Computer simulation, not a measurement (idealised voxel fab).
This section sets out a process module, namely voxel gate over fins.
cross-section cut | 190 nm wide | cells 5 nm
This document writes a cross-section as a grid whose cells are square, and gives it as bands, listed from the top down; one or more rows of cells form a band. First you get the band's top height and its bottom height, in nm, and then the materials it's made of, left to right, with each width in nm. If you see a single material with "throughout", that one covers the band edge to edge. "blank" is empty space. Counting heights begins at 0, where everything beneath is, in the wafer as received, one material. The lowest band has no bottom; it goes on downwards, as "0 down" shows. The expression "30->40" gives the width at the extremes of the band, the first number at its top row of cells and the second at its bottom row, with the width changing by equal amounts from each row to the next in between. Any step labelled "no change" changed none of the cells in the cross-section. Entry "Enclosed void catalog" = empty spaces >= 8 cells with no open way to the top; each as width x height at distance, distance from left edge, all nm. The remark found on a step's line after its settings is issued by the simulator itself and pertains to that step. "overlay nm" denotes, for a step that has a mask, the displacement of the mask to the right of its planned place, with negative values corresponding to the left.
Process steps - plan
1) RECEIVE | material Si
2) CONFORMAL_DEP | material SiN | thk nm 10
3) MASKED_ETCH | tone cover | mask id FINS | width nm 15 | pitch nm 50 | etch materials SiN | depth nm 10 | overlay nm 0
4) MASKED_ETCH | tone cover | mask id FINS | width nm 15 | pitch nm 50 | etch materials Si | depth nm 35 | overlay nm 0
5) OXIDIZE | depth nm 5
6) FILL_DEP | material SiO2 | thk nm 15
7) CMP | height nm 10
8) PATTERN | tone open | mask id RAIL | material resist | width nm 15 | thk nm 15 | overlay nm 0
9) DIRECTIONAL_ETCH | etch materials SiO2 | depth nm 40
10) STRIP | etch materials resist
11) CONFORMAL_DEP | material TiN | thk nm 5
12) FILL_DEP | material Ru | thk nm 10
13) CMP | height nm 10
14) SELECTIVE_ETCH | etch materials W Ru TiN | depth nm 30
15) FILL_DEP | material SiO2 | thk nm 5
16) CMP | height nm 10
17) SELECTIVE_ETCH | etch materials SiO2 | depth nm 25
18) STRIP | etch materials SiN
19) CONFORMAL_DEP | material HfO2 | thk nm 5
20) CONFORMAL_DEP | material TiN | thk nm 5
21) CONFORMAL_DEP | material TiAl | thk nm 5
22) CONFORMAL_DEP | material TiN | thk nm 5
23) FILL_DEP | material W | thk nm 10
24) CMP | height nm 25
25) CONFORMAL_DEP | material SiN | thk nm 5
Incoming wafer, cross-sectional view, post step 1
  0 down = Si throughout
  Enclosed void catalog: none
As-planned run: cross-section of the first of two wafers at end of module
  30 to 25 = SiN throughout
  25 to 20 = W throughout
  20 to 15 = W (45); TiN (45); W (5); TiN (45); W (50)
  15 to 10 = W (45); TiN (5); TiAl (35); TiN (5); W (5); TiN (5); TiAl (35); TiN (5); W (50)
  10 to 5 = W (45); TiN (5); TiAl (5); TiN (25); TiAl (5); TiN (5); W (5); TiN (5); TiAl (5); TiN (25); TiAl (5); TiN (5); W (50)
  5 to 0 = TiN (50); TiAl (5); TiN (5); HfO2 (15); TiN (5); TiAl (5); TiN (15); TiAl (5); TiN (5); HfO2 (15); TiN (5); TiAl (5); TiN (55)
  0 to -5 = TiAl (55); TiN (5); HfO2 (5); Si (5); HfO2 (5); TiN (5); TiAl (25); TiN (5); HfO2 (5); Si (5); HfO2 (5); TiN (5); TiAl (60)
  -5 to -10 = TiN (60); HfO2 (5); Si (5); HfO2 (5); TiN (35); HfO2 (5); Si (5); HfO2 (5); TiN (65)
  -10 to -15 = HfO2 (65); Si (5); HfO2 (45); Si (5); HfO2 (70)
  -15 to -20 = SiO2 (65); Si (5); SiO2 (45); Si (5); SiO2 (70)
  -20 to -25 = SiO2 (65); Si (5); SiO2 (15); TiN (5); Ru (5); TiN (5); SiO2 (15); Si (5); SiO2 (70)
  -25 to -30 = SiO2 (65); Si (5); SiO2 (15); TiN (15); SiO2 (15); Si (5); SiO2 (70)
  -30 to -40 = SiO2 (65); Si (5); SiO2 (45); Si (5); SiO2 (70)
  -40 down = Si throughout
  Enclosed void catalog: none
End-of-module cross-section of the second wafer: identical starting point and process plan to the first, with one processing mistake
  30 to 25 = TiAl throughout
  25 to 20 = W throughout
  20 to 15 = W (45); TiN (45); W (5); TiN (45); W (50)
  15 to 10 = W (45); TiN (5); TiAl (35); TiN (5); W (5); TiN (5); TiAl (35); TiN (5); W (50)
  10 to 5 = W (45); TiN (5); TiAl (5); TiN (25); TiAl (5); TiN (5); W (5); TiN (5); TiAl (5); TiN (25); TiAl (5); TiN (5); W (50)
  5 to 0 = TiN (50); TiAl (5); TiN (5); HfO2 (15); TiN (5); TiAl (5); TiN (15); TiAl (5); TiN (5); HfO2 (15); TiN (5); TiAl (5); TiN (55)
  0 to -5 = TiAl (55); TiN (5); HfO2 (5); Si (5); HfO2 (5); TiN (5); TiAl (25); TiN (5); HfO2 (5); Si (5); HfO2 (5); TiN (5); TiAl (60)
  -5 to -10 = TiN (60); HfO2 (5); Si (5); HfO2 (5); TiN (35); HfO2 (5); Si (5); HfO2 (5); TiN (65)
  -10 to -15 = HfO2 (65); Si (5); HfO2 (45); Si (5); HfO2 (70)
  -15 to -20 = SiO2 (65); Si (5); SiO2 (45); Si (5); SiO2 (70)
  -20 to -25 = SiO2 (65); Si (5); SiO2 (15); TiN (5); Ru (5); TiN (5); SiO2 (15); Si (5); SiO2 (70)
  -25 to -30 = SiO2 (65); Si (5); SiO2 (15); TiN (15); SiO2 (15); Si (5); SiO2 (70)
  -30 to -40 = SiO2 (65); Si (5); SiO2 (45); Si (5); SiO2 (70)
  -40 down = Si throughout
  Enclosed void catalog: none
What went wrong in running the wafer? step 25 deviated from plan and actually ran as CONFORMAL_DEP | material TiAl | thk nm 5
Final comparison by cell count, materials where the second wafer has more or fewer than the first: -38 SiN; +38 TiAl
